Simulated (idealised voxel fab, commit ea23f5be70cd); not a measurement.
Documented hereafter: the process module known as voxel transistor to metal.
Pictured: cross-section cut, 245 nm wide, on a grid of 5 nm square cells.
A cross-section is a grid of square cells, given in bands from the top down. A band is one or more rows of cells.
What a band's entry tells you: where the top is and where the bottom is, as heights in nm, and after that what lies inside, material by material from left to right, each with its width in nm. Empty space is written as the word "air", and a single material marked with the word "everywhere" occupies the band from edge to edge.
For the purposes of this specification, 0 denotes the height below which the wafer in its as-received condition is composed wholly of one material, and the lowermost band, lacking a lower limit, extends downward without end, as expressed in "0 nm and below".
The width entry "30 to 40" should be interpreted row by row: the top row of cells in the band takes the first number, the bottom row takes the second number, and the change between adjacent rows is uniform throughout.
No cell of the cross-section changed in a step that is given as "no change".
Look at "Voids, sealed" for the closed voids: empty spaces with no open path to the top, sized 8 cells or up. Each is width x height at distance, distance from the left edge, all nm.
Where a step's line continues beyond its settings, the continuation is a remark by the simulator itself on that step.
For masked steps, "overlay nm" on the step line gives how far right of plan the mask actually lay; a minus sign means it lay to the left.
Planned step list for the process:
1 RECEIVE, material Si
2 OXIDIZE, depth nm 5
3 CONFORMAL_DEP, material SiN, thk nm 10
4 MASKED_ETCH, tone cover, mask id ACTIVE, width nm 95, pitch nm 115, etch materials SiN, depth nm 10, overlay nm 0
5 MASKED_ETCH, tone cover, mask id ACTIVE, width nm 95, pitch nm 115, etch materials SiO2, depth nm 5, overlay nm 0
6 MASKED_ETCH, tone cover, mask id ACTIVE, width nm 95, pitch nm 115, etch materials Si, depth nm 35, overlay nm 0
7 OXIDIZE, depth nm 5
8 FILL_DEP, material SiO2, thk nm 10
9 CMP, height nm 10
10 SELECTIVE_ETCH, etch materials SiO2, depth nm 10
11 STRIP, etch materials SiN
12 SELECTIVE_ETCH, etch materials SiO2, depth nm 5
13 OXIDIZE, depth nm 5
14 DIRECTIONAL_DEP, material polySi, thk nm 30
15 DIRECTIONAL_DEP, material SiCN, thk nm 15
16 MASKED_ETCH, tone cover, mask id GATE, width nm 25, pitch nm 115, etch materials SiCN, depth nm 25, overlay nm 0
17 MASKED_ETCH, tone cover, mask id GATE, width nm 25, pitch nm 115, etch materials polySi, depth nm 40, overlay nm 0
18 CONFORMAL_DEP, material SiN, thk nm 10
19 DIRECTIONAL_ETCH, etch materials SiN, depth nm 10
20 DIRECTIONAL_ETCH, etch materials SiO2, depth nm 5
21 DIRECTIONAL_ETCH, etch materials Si, depth nm 10
22 EPI, material SiGe, thk nm 10
23 FILL_DEP, material SiO2, thk nm 5
24 CMP, height nm 25
25 STRIP, etch materials polySi
26 SELECTIVE_ETCH, etch materials SiO2, depth nm 5
27 CONFORMAL_DEP, material HfO2, thk nm 5
28 CONFORMAL_DEP, material TiN, thk nm 5
29 FILL_DEP, material W, thk nm 10
30 CMP, height nm 20
31 DIRECTIONAL_DEP, material SiO2, thk nm 15
32 DIRECTIONAL_DEP, material aC, thk nm 10
33 PATTERN, tone open, mask id CONTACT, material resist, width nm 15, thk nm 30, overlay nm 0
34 DIRECTIONAL_ETCH, etch materials aC, depth nm 10
35 STRIP, etch materials resist
36 DIRECTIONAL_ETCH, etch materials SiO2, depth nm 45
37 STRIP, etch materials aC
38 CONFORMAL_DEP, material TiN, thk nm 5
39 FILL_DEP, material W, thk nm 5
40 CMP, height nm 35
41 CONFORMAL_DEP, material SiCN, thk nm 5
42 DIRECTIONAL_DEP, material lowk, thk nm 25
43 DIRECTIONAL_DEP, material aC, thk nm 15
44 PATTERN, tone open, mask id METAL_1, material resist, width nm 15, thk nm 35, overlay nm 0
45 DIRECTIONAL_ETCH, etch materials aC, depth nm 15
46 STRIP, etch materials resist
47 DIRECTIONAL_ETCH, etch materials lowk, depth nm 25
48 DIRECTIONAL_ETCH, etch materials SiCN, depth nm 5
49 STRIP, etch materials aC
50 CONFORMAL_DEP, material TiN, thk nm 5
51 FILL_DEP, material Cu, thk nm 10
52 CMP, height nm 65
53 CONFORMAL_DEP, material SiCN, thk nm 5
54 DIRECTIONAL_DEP, material SiO2, thk nm 25
55 DIRECTIONAL_DEP, material aC, thk nm 10
56 PATTERN, tone open, mask id METAL_2, material resist, width nm 15, pitch nm 115, thk nm 25, overlay nm 0
57 DIRECTIONAL_ETCH, etch materials aC, depth nm 10
58 STRIP, etch materials resist
59 DIRECTIONAL_ETCH, etch materials SiO2, depth nm 15
60 STRIP, etch materials aC
61 DIRECTIONAL_DEP, material aC, thk nm 15
62 PATTERN, tone open, mask id METAL_2_HOLES, material resist, width nm 15, pitch nm 115, thk nm 35, overlay nm 0
63 DIRECTIONAL_ETCH, etch materials aC, depth nm 15
64 STRIP, etch materials resist
65 DIRECTIONAL_ETCH, etch materials SiO2, depth nm 10
66 DIRECTIONAL_ETCH, etch materials SiCN, depth nm 5
67 STRIP, etch materials aC
68 CONFORMAL_DEP, material TiN, thk nm 5
69 FILL_DEP, material Cu, thk nm 10
70 CMP, height nm 95
71 CONFORMAL_DEP, material SiN, thk nm 5
So this is the incoming wafer in cross-section - it's already been through step 1:
    0 nm and below = Si everywhere
    Voids, sealed: none
The following cross-section depicts the wafer upon conclusion of the module. Processing commenced from the starting condition illustrated above and adhered to the plan illustrated above, save for one mistake in execution:
    100 nm to 95 nm = SiN everywhere
    95 nm to 85 nm = 15 nm SiO2 / 5 to 10 nm TiN / 15 to 5 nm Cu / 5 to 10 nm TiN / 90 nm SiO2 / 5 to 10 nm TiN / 15 to 5 nm Cu / 5 to 10 nm TiN / 90 nm SiO2
    85 nm to 70 nm = 20 nm SiO2 / 5 nm TiN / 5 nm Cu / 5 nm TiN / 100 nm SiO2 / 5 nm TiN / 5 nm Cu / 5 nm TiN / 95 nm SiO2
    70 nm to 65 nm = 20 nm SiCN / 15 nm TiN / 100 nm SiCN / 15 nm TiN / 95 nm SiCN
    65 nm to 40 nm = 20 nm lowk / 5 nm TiN / 5 nm Cu / 5 nm TiN / 55 nm lowk / 5 nm TiN / 5 nm Cu / 5 nm TiN / 30 nm lowk / 5 nm TiN / 5 nm Cu / 5 nm TiN / 55 nm lowk / 5 nm TiN / 5 nm Cu / 5 nm TiN / 25 nm lowk
    40 nm to 35 nm = 20 nm SiCN / 15 nm TiN / 55 nm SiCN / 15 nm TiN / 30 nm SiCN / 15 nm TiN / 55 nm SiCN / 15 nm TiN / 25 nm SiCN
    35 nm to 20 nm = 20 nm SiO2 / 5 nm TiN / 5 nm W / 5 nm TiN / 55 nm SiO2 / 5 nm TiN / 5 nm W / 5 nm TiN / 30 nm SiO2 / 5 nm TiN / 5 nm W / 5 nm TiN / 55 nm SiO2 / 5 nm TiN / 5 nm W / 5 nm TiN / 25 nm SiO2
    20 nm to 5 nm = 20 nm SiO2 / 5 nm TiN / 5 nm W / 5 nm TiN / 5 nm SiO2 / 10 nm SiN / 5 nm HfO2 / 5 nm TiN / 5 nm W / 5 nm TiN / 5 nm HfO2 / 10 nm SiN / 5 nm SiO2 / 5 nm TiN / 5 nm W / 5 nm TiN / 30 nm SiO2 / 5 nm TiN / 5 nm W / 5 nm TiN / 5 nm SiO2 / 10 nm SiN / 5 nm HfO2 / 5 nm TiN / 5 nm W / 5 nm TiN / 5 nm HfO2 / 10 nm SiN / 5 nm SiO2 / 5 nm TiN / 5 nm W / 5 nm TiN / 25 nm SiO2
    5 nm to 0 nm = 20 nm SiO2 / 15 nm TiN / 5 nm SiO2 / 10 nm SiN / 5 nm HfO2 / 5 nm TiN / 5 nm W / 5 nm TiN / 5 nm HfO2 / 10 nm SiN / 5 nm SiO2 / 15 nm TiN / 30 nm SiO2 / 15 nm TiN / 5 nm SiO2 / 10 nm SiN / 5 nm HfO2 / 5 nm TiN / 5 nm W / 5 nm TiN / 5 nm HfO2 / 10 nm SiN / 5 nm SiO2 / 15 nm TiN / 25 nm SiO2
    0 nm to -5 nm = 20 nm SiO2 / 10 nm TiN / 10 nm SiGe / 10 nm SiN / 5 nm HfO2 / 15 nm TiN / 5 nm HfO2 / 10 nm SiN / 10 nm SiGe / 10 nm TiN / 30 nm SiO2 / 10 nm TiN / 10 nm SiGe / 10 nm SiN / 5 nm HfO2 / 15 nm TiN / 5 nm HfO2 / 10 nm SiN / 10 nm SiGe / 10 nm TiN / 25 nm SiO2
    -5 nm to -10 nm = 20 nm SiO2 / 10 nm TiN / 10 nm SiGe / 5 nm SiO2 / 35 nm HfO2 / 5 nm SiO2 / 10 nm SiGe / 10 nm TiN / 30 nm SiO2 / 10 nm TiN / 10 nm SiGe / 5 nm SiO2 / 35 nm HfO2 / 5 nm SiO2 / 10 nm SiGe / 10 nm TiN / 25 nm SiO2
    -10 nm to -20 nm = 20 nm SiO2 / 20 nm SiGe / 45 nm Si / 20 nm SiGe / 30 nm SiO2 / 20 nm SiGe / 45 nm Si / 20 nm SiGe / 25 nm SiO2
    -20 nm to -45 nm = 20 nm SiO2 / 85 nm Si / 30 nm SiO2 / 85 nm Si / 25 nm SiO2
    -45 nm and below = Si everywhere
    Voids, sealed: none
what went wrong: step 62: run off-plan, actual operation and settings PATTERN, tone open, mask id METAL_2_HOLES, material resist, width nm 25, pitch nm 115, thk nm 35, overlay nm 0
